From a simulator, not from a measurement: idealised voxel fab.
Documented hereafter: the process module known as voxel transistor to metal.
cross-section cut | 295 nm wide | cells 5 nm
Cross-section = grid of square cells, listed top down in bands; band = one or more rows.
This entry defines a band. It first specifies the height of the band's top and the height of its bottom in nm, and then specifies the band's materials from left to right, stating each material with its width in nm. The word "all across" identifies a single material that fills the band from edge to edge, while the word "empty" identifies empty space.
Basically, 0 is our baseline, since under it the wafer straight out of the box is all one material. The bottom band has no lower end and keeps on going down, so it looks like "z 0 and below".
Graded width ("30..40"): value in top row of band = first number; value in bottom row = second number; row-to-row change constant.
When a step is marked "no alterations made", none of the cells in the cross-section changed during that step.
Voids, enclosed: empty space of 8 cells or more with no open way to the top, each as width x height at its distance from the left edge, in nm
Formally, on a step line, whatever follows the settings is a remark that the simulator itself makes on the step.
The setting "overlay nm" may be written on the line of a step. When the step uses a mask, the value reports how far to the right of the planned place the mask lay, and a negative value reports that it lay to the left.
# Steps planned for the process
1,RECEIVE with material Si
2,CONFORMAL_DEP with material SiO2, thk nm 5
3,CONFORMAL_DEP with material SiN, thk nm 10
4,DIRECTIONAL_DEP with material aC, thk nm 15
5,PATTERN with tone cover, mask id ACTIVE, material resist, width nm 115, pitch nm 145, thk nm 30, overlay nm 0
6,DIRECTIONAL_ETCH with etch materials aC, depth nm 15
7,STRIP with etch materials resist
8,DIRECTIONAL_ETCH with etch materials SiN, depth nm 10
9,DIRECTIONAL_ETCH with etch materials SiO2, depth nm 5
10,DIRECTIONAL_ETCH with etch materials Si, depth nm 30
11,STRIP with etch materials aC
12,OXIDIZE with depth nm 5
13,FILL_DEP with material SiO2, thk nm 5
14,CMP with height nm 15
15,SELECTIVE_ETCH with etch materials SiO2, depth nm 10
16,STRIP with etch materials SiN
17,SELECTIVE_ETCH with etch materials SiO2, depth nm 5
18,OXIDIZE with depth nm 5
19,DIRECTIONAL_DEP with material polySi, thk nm 20
20,DIRECTIONAL_DEP with material SiCN, thk nm 10
21,DIRECTIONAL_DEP with material aC, thk nm 15
22,PATTERN with tone cover, mask id GATE, material resist, width nm 25, pitch nm 145, thk nm 30, overlay nm 0
23,DIRECTIONAL_ETCH with etch materials aC, depth nm 15
24,STRIP with etch materials resist
25,DIRECTIONAL_ETCH with etch materials SiCN, depth nm 20
26,DIRECTIONAL_ETCH with etch materials polySi, depth nm 30
27,STRIP with etch materials aC
28,CONFORMAL_DEP with material SiN, thk nm 5
29,DIRECTIONAL_ETCH with etch materials SiN, depth nm 5
30,DIRECTIONAL_ETCH with etch materials SiO2, depth nm 5
31,DIRECTIONAL_ETCH with etch materials Si, depth nm 5
32,EPI with material pSi, thk nm 5
33,FILL_DEP with material SiO2, thk nm 5
34,CMP with height nm 20
35,STRIP with etch materials polySi
36,SELECTIVE_ETCH with etch materials SiO2, depth nm 5
37,CONFORMAL_DEP with material HfO2, thk nm 5
38,CONFORMAL_DEP with material TiN, thk nm 5
39,FILL_DEP with material W, thk nm 10
40,CMP with height nm 15
41,DIRECTIONAL_DEP with material SiO2, thk nm 10
42,PATTERN with tone open, mask id CONTACT, material resist, width nm 20, thk nm 15, overlay nm 0
43,DIRECTIONAL_ETCH with etch materials SiO2, depth nm 30
44,STRIP with etch materials resist
45,CONFORMAL_DEP with material TiN, thk nm 5
46,FILL_DEP with material W, thk nm 5
47,CMP with height nm 25
48,CONFORMAL_DEP with material SiN, thk nm 5
49,DIRECTIONAL_DEP with material lowk, thk nm 20
50,MASKED_ETCH with tone open, mask id METAL_1, width nm 20, etch materials lowk, depth nm 20, overlay nm 0
51,MASKED_ETCH with tone open, mask id METAL_1, width nm 20, etch materials SiN, depth nm 5, overlay nm 0
52,CONFORMAL_DEP with material TiN, thk nm 5
53,FILL_DEP with material Cu, thk nm 5
54,CMP with height nm 50
55,EPI with material Ru, thk nm 5
56,FILL_DEP with material SiCN, thk nm 5
57,DIRECTIONAL_DEP with material lowk, thk nm 25
58,MASKED_ETCH with tone open, mask id METAL_2_HOLES, width nm 15, pitch nm 145, etch materials lowk, depth nm 25, overlay nm 0
59,DIRECTIONAL_DEP with material aC, thk nm 15
60,PATTERN with tone open, mask id METAL_2, material resist, width nm 20, pitch nm 145, thk nm 35, overlay nm 0
61,DIRECTIONAL_ETCH with etch materials aC, depth nm 15
62,STRIP with etch materials resist
63,DIRECTIONAL_ETCH with etch materials lowk, depth nm 15
64,DIRECTIONAL_ETCH with etch materials SiCN, depth nm 5
65,STRIP with etch materials aC
66,CONFORMAL_DEP with material TiN, thk nm 5
67,FILL_DEP with material Cu, thk nm 10
68,CMP with height nm 85
69,CONFORMAL_DEP with material SiN, thk nm 5
# This is the cross-section of the wafer as we received it, i.e. after step 1
- z 0 and below  Si all across
- Voids, enclosed: none
# Here's the wafer cut in cross-section after the module, started and planned just like above, except one thing was done wrong in the run
- z 90 to 85  SiN all across
- z 85 to 75  25 of lowk / 5 of TiN / 10 of Cu / 5 of TiN / 125 of lowk / 5 of TiN / 10 of Cu / 5 of TiN / 105 of lowk
- z 75 to 70  25 of lowk / 5 of TiN / 5 of Cu / 10 of TiN / 125 of lowk / 5 of TiN / 5 of Cu / 10 of TiN / 105 of lowk
- z 70 to 60  25 of lowk / 5 of TiN / 5 of Cu / 5 of TiN / 130 of lowk / 5 of TiN / 5 of Cu / 5 of TiN / 110 of lowk
- z 60 to 55  25 of SiCN / 15 of TiN / 130 of SiCN / 15 of TiN / 110 of SiCN
- z 55 to 50  20 of SiCN / 30 of Ru / 45 of SiCN / 30 of Ru / 40 of SiCN / 30 of Ru / 45 of SiCN / 30 of Ru / 25 of SiCN
- z 50 to 30  25 of lowk / 5 of TiN / 10 of Cu / 5 of TiN / 55 of lowk / 5 of TiN / 10 of Cu / 5 of TiN / 50 of lowk / 5 of TiN / 10 of Cu / 5 of TiN / 55 of lowk / 5 of TiN / 10 of Cu / 5 of TiN / 30 of lowk
- z 30 to 25  25 of SiN / 20 of TiN / 55 of SiN / 20 of TiN / 50 of SiN / 20 of TiN / 55 of SiN / 20 of TiN / 30 of SiN
- z 25 to 15  25 of SiO2 / 5 of TiN / 10 of W / 5 of TiN / 55 of SiO2 / 5 of TiN / 10 of W / 5 of TiN / 50 of SiO2 / 5 of TiN / 10 of W / 5 of TiN / 55 of SiO2 / 5 of TiN / 10 of W / 5 of TiN / 30 of SiO2
- z 15 to 5  25 of SiO2 / 5 of TiN / 10 of W / 5 of TiN / 10 of SiO2 / 5 of SiN / 5 of HfO2 / 5 of TiN / 5 of W / 5 of TiN / 5 of HfO2 / 5 of SiN / 10 of SiO2 / 5 of TiN / 10 of W / 5 of TiN / 50 of SiO2 / 5 of TiN / 10 of W / 5 of TiN / 10 of SiO2 / 5 of SiN / 5 of HfO2 / 5 of TiN / 5 of W / 5 of TiN / 5 of HfO2 / 5 of SiN / 10 of SiO2 / 5 of TiN / 10 of W / 5 of TiN / 30 of SiO2
- z 5 to 0  25 of SiO2 / 5 of TiN / 10 of W / 5 of TiN / 10 of SiO2 / 5 of SiN / 5 of HfO2 / 15 of TiN / 5 of HfO2 / 5 of SiN / 10 of SiO2 / 5 of TiN / 10 of W / 5 of TiN / 50 of SiO2 / 5 of TiN / 10 of W / 5 of TiN / 10 of SiO2 / 5 of SiN / 5 of HfO2 / 15 of TiN / 5 of HfO2 / 5 of SiN / 10 of SiO2 / 5 of TiN / 10 of W / 5 of TiN / 30 of SiO2
- z 0 to -5  25 of SiO2 / 20 of TiN / 5 of SiO2 / 5 of pSi / 35 of HfO2 / 5 of pSi / 5 of SiO2 / 20 of TiN / 50 of SiO2 / 20 of TiN / 5 of SiO2 / 5 of pSi / 35 of HfO2 / 5 of pSi / 5 of SiO2 / 20 of TiN / 30 of SiO2
- z -5 to -10  20 of SiO2 / 35 of pSi / 35 of Si / 35 of pSi / 40 of SiO2 / 35 of pSi / 35 of Si / 35 of pSi / 25 of SiO2
- z -10 to -45  20 of SiO2 / 105 of Si / 40 of SiO2 / 105 of Si / 25 of SiO2
- z -45 and below  Si all across
- Voids, enclosed: none
Nonconformance to the process plan: step 10 went in with a setting other than planned; the actual run was DIRECTIONAL_ETCH with etch materials Si, depth nm 40
